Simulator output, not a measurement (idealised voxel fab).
voxel self aligned contacts: a process module
Each square cell in cross-section cut measures 5 nm, and the section as a whole is 250 nm wide.
When this document writes out a cross-section, it uses a grid of square cells and lists it as bands, beginning at the top and moving down, with a band standing for one or more rows of cells. Read a band's entry like this: the first values are the height of its top and the height of its bottom in nm, and what follows is the sequence of materials from left to right, each with its width in nm. Note that "empty" is empty space, and that a single material marked "throughout" reaches across the band from edge to edge. Heads up on the height convention: 0 is the point under which the incoming wafer is all one material, and the lowest band has no bottom, it just keeps going down, like "0..down". It should be noted that a width expressed as "30..40" varies in equal increments from row to row of cells within the band, taking the value of the first number at the top row and that of the second number at the bottom row. "no modifications" means the step left every cell of the cross-section as it was. If an empty space has no open way to the top and is at least 8 cells in size, "Closed cavity list" lists it, written width x height at distance, where distance is measured from the left edge and every value is in nm. What comes after the settings on a step's line is commentary from the simulator itself on that step. overlay nm: mask right of planned place by this much (step with mask). Neg. = left.
plan:
1,RECEIVE with material Si
2,OXIDIZE with depth nm 5
3,DIRECTIONAL_DEP with material polySi, thk nm 20
4,DIRECTIONAL_DEP with material SiN, thk nm 20
5,MASKED_ETCH with tone cover, mask id GATE, width nm 35, pitch nm 60, etch materials SiN, depth nm 20, overlay nm 0
6,MASKED_ETCH with tone cover, mask id GATE, width nm 35, pitch nm 60, etch materials polySi, depth nm 20, overlay nm 0
7,CONFORMAL_DEP with material SiN, thk nm 5
8,DIRECTIONAL_ETCH with etch materials SiN, depth nm 5
9,FILL_DEP with material SiO2, thk nm 20
10,CMP with height nm 50
11,PATTERN with tone open, mask id CONTACT, material resist, width nm 45, thk nm 15, overlay nm 0
12,DIRECTIONAL_ETCH with etch materials SiO2, depth nm 55
13,STRIP with etch materials resist
14,CONFORMAL_DEP with material TiN, thk nm 5
15,FILL_DEP with material Ru, thk nm 5
16,CMP with height nm 50
17,CONFORMAL_DEP with material SiN, thk nm 5
Cross-section: wafer on arrival = after step 1:
> 0..down: Si throughout
> Closed cavity list: none
What the wafer looks like in cross-section after this module, when it starts as shown above and follows the plan above but one mistake is made in running it:
> 55..50: SiN throughout
> 50..40: SiO2 100, then SiN 5..20, then Ru 35..5, then SiN 5..20, then SiO2 105
> 40..20: SiO2 70, then SiN 50, then Ru 5, then SiN 50, then SiO2 75
> 20..0: SiO2 70, then SiN 5, then polySi 35, then SiN 10, then Ru 5, then SiN 10, then polySi 35, then SiN 5, then SiO2 75
> 0..-5: SiO2 115, then SiN 15, then SiO2 120
> -5..down: Si throughout
> Closed cavity list: none
The plan and the run diverged here: step 14 did not happen as planned, as run it was CONFORMAL_DEP with material SiN, thk nm 5
